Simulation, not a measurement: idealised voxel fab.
A process module follows: voxel released beams.
Cross-section cut: width 240 nm, square cells of 5 nm.
Notation: cross-section as square-cell grid; stated in bands, top first, going down; one or more cell rows per band.
Heads up on the band format: heights come first, top then bottom, in nm. After that it's the materials left to right, each with its width in nm. A single material flagged "edge to edge" fills the whole band edge to edge, and "air" means there's empty space there.
Heights from 0 (as-received wafer is one material below). Bottom band endless downward, as "0 -> down".
Graded width ("30..40"): value in top row of band = first number; value in bottom row = second number; row-to-row change constant.
You'll sometimes find "no modification" written for a step, and that's the way of saying that nowhere in the cross-section did a cell change during that step.
Entry "Enclosed void inventory" = empty spaces >= 8 cells with no open way to the top; each as width x height at distance, distance from left edge, all nm.
Anything after a step's settings on that line? It's the simulator's own note about the step.
overlay nm: how far to the right of its planned place the mask lay on this masked step (negative: to the left).
[The following list gives the planned process steps]
1 RECEIVE [material Si]
2 CONFORMAL_DEP [material Al2O3] [thk nm 10]
3 DIRECTIONAL_DEP [material SiO2] [thk nm 10]
4 DIRECTIONAL_DEP [material aC] [thk nm 15]
5 PATTERN [tone open] [mask id ANCHOR] [material resist] [width nm 35] [thk nm 35] [overlay nm 0]
6 DIRECTIONAL_ETCH [etch materials aC] [depth nm 15]
7 STRIP [etch materials resist]
8 DIRECTIONAL_ETCH [etch materials SiO2] [depth nm 10]
9 STRIP [etch materials aC]
10 CONFORMAL_DEP [material W] [thk nm 15]
11 DIRECTIONAL_DEP [material aC] [thk nm 15]
12 PATTERN [tone cover] [mask id BEAM] [material resist] [width nm 110] [thk nm 30] [overlay nm 0]
13 DIRECTIONAL_ETCH [etch materials aC] [depth nm 15]
14 STRIP [etch materials resist]
15 DIRECTIONAL_ETCH [etch materials W] [depth nm 15]
16 STRIP [etch materials aC]
17 STRIP [etch materials SiO2]
What sets these wafers apart? The width nm at step 5. They all start alike, and the plan carries the first wafer's value.
[Here's the first of the wafers in cross-section, just as we got it, i.e. after step 1]
  0 -> down: Si edge to edge
  Enclosed void inventory: none
[First of several wafers, sectioned at end of module (last step: step 17)]
  35 -> 25: 60 air; 25 W; 5 air; 80 W; 70 air
  25 -> 20: 60 air; 110 W; 70 air
  20 -> 10: 70 air; 35 W; 135 air
  10 -> 0: Al2O3 edge to edge
  0 -> down: Si edge to edge
  Enclosed void inventory: none
[Cross-sectional depiction of the last of several wafers upon completion of the module]
  35 -> 25: 60 air; 15 W; 30 air; 65 W; 70 air
  25 -> 20: 60 air; 110 W; 70 air
  20 -> 10: 60 air; 60 W; 120 air
  10 -> 0: Al2O3 edge to edge
  0 -> down: Si edge to edge
  Enclosed void inventory: none
[each wafer at the end: cells of each material gained (+) or lost (-) since it was received, then its closed voids]
width nm 35 | +96 Al2O3 | +78 W | Enclosed void inventory: none
width nm 40 | +96 Al2O3 | +78 W | Enclosed void inventory: none
width nm 45 | +96 Al2O3 | +78 W | Enclosed void inventory: none
width nm 50 | +96 Al2O3 | +78 W | Enclosed void inventory: none
width nm 55 | +96 Al2O3 | +78 W | Enclosed void inventory: none
width nm 60 | +96 Al2O3 | +78 W | Enclosed void inventory: none
